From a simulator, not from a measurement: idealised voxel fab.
Title: Process Module voxel ribs on slabs
Section shown: cut. Width: 155 nm. Cell size: 5 nm, square.
Just so we're on the same page, the cross-sections are grids of square cells, and they're listed out in bands top to bottom, each band one or more rows deep. A band entry consists of two parts. The first gives the height of the band's top and the height of its bottom, in nm. The rest lists the band's materials from left to right, each with its width in nm. A single material labelled with the word "throughout" fills the band from edge to edge, and the word "blank" marks empty space. Zero point of the height axis is 0; under it, received wafer = one material. Lowest band: continues down indefinitely, "0 down". Width spec "30 to 40" -> top row of cells at first value, bottom row at second value, equal per-row change in between. "no alteration" (step): cross-section cells unchanged, all of them. Heads up: "Voids, fully enclosed" only lists the empty pockets with no open path to the top that are 8 cells or more, and it writes them as width x height at distance, distance from the left edge, in nm. If you see something after the settings on a step's line, that's the simulator's own remark about that step. The optional step-line setting "overlay nm" applies to steps with a mask and quantifies how far to the right of its planned location the mask lay, a negative value indicating leftward placement.
So here's the lineup of process steps we planned:
- 1: RECEIVE [material Si]
- 2: DIRECTIONAL_DEP [material SiO2] [thk nm 30]
- 3: DIRECTIONAL_DEP [material SiN] [thk nm 20]
- 4: MASKED_ETCH [tone cover] [mask id RIB] [width nm 20] [etch materials SiN] [depth nm 15] [overlay nm 0]
- 5: MASKED_ETCH [tone cover] [mask id SLAB] [width nm 50] [etch materials SiN] [depth nm 5] [overlay nm -15]
- 6: FILL_DEP [material SiO2] [thk nm 25]
- 7: CMP [height nm 65]
- 8: DIRECTIONAL_DEP [material TiN] [thk nm 10]
- 9: PATTERN [tone cover] [mask id HEATER] [material resist] [width nm 30] [thk nm 20] [overlay nm 0]
- 10: DIRECTIONAL_ETCH [etch materials TiN] [depth nm 10]
- 11: STRIP [etch materials resist]
- 12: CONFORMAL_DEP [material SiO2] [thk nm 10]
The value of overlay nm given for step 5 in the plan refers to the first wafer; the wafers vary in this setting and are alike at the start.
Sectional view: first of several wafers, as received, after step 1:
    0 down  Si throughout
    Voids, fully enclosed: none
Module end state after final step 12: cross-section of the first of several wafers:
    85 to 75  50 of blank / 50 of SiO2 / 55 of blank
    75 to 65  60 of SiO2 / 30 of TiN / 65 of SiO2
    65 to 50  SiO2 throughout
    50 to 35  65 of SiO2 / 20 of SiN / 70 of SiO2
    35 to 30  35 of SiO2 / 50 of SiN / 70 of SiO2
    30 to 0  SiO2 throughout
    0 down  Si throughout
    Voids, fully enclosed: none
Last wafer, end of module, cross-section:
    85 to 75  50 of blank / 50 of SiO2 / 55 of blank
    75 to 65  60 of SiO2 / 30 of TiN / 65 of SiO2
    65 to 50  SiO2 throughout
    50 to 35  65 of SiO2 / 20 of SiN / 70 of SiO2
    35 to 30  65 of SiO2 / 50 of SiN / 40 of SiO2
    30 to 0  SiO2 throughout
    0 down  Si throughout
    Voids, fully enclosed: none
Gained (+) or lost (-) cells of each material since receipt, then closed voids: one row per wafer, at the end of the module:
overlay nm -15, +22 SiN, +451 SiO2, +12 TiN, Voids, fully enclosed: none
overlay nm -10, +22 SiN, +451 SiO2, +12 TiN, Voids, fully enclosed: none
overlay nm -5, +22 SiN, +451 SiO2, +12 TiN, Voids, fully enclosed: none
overlay nm 0, +22 SiN, +451 SiO2, +12 TiN, Voids, fully enclosed: none
overlay nm 5, +22 SiN, +451 SiO2, +12 TiN, Voids, fully enclosed: none
overlay nm 10, +22 SiN, +451 SiO2, +12 TiN, Voids, fully enclosed: none
overlay nm 15, +22 SiN, +451 SiO2, +12 TiN, Voids, fully enclosed: none
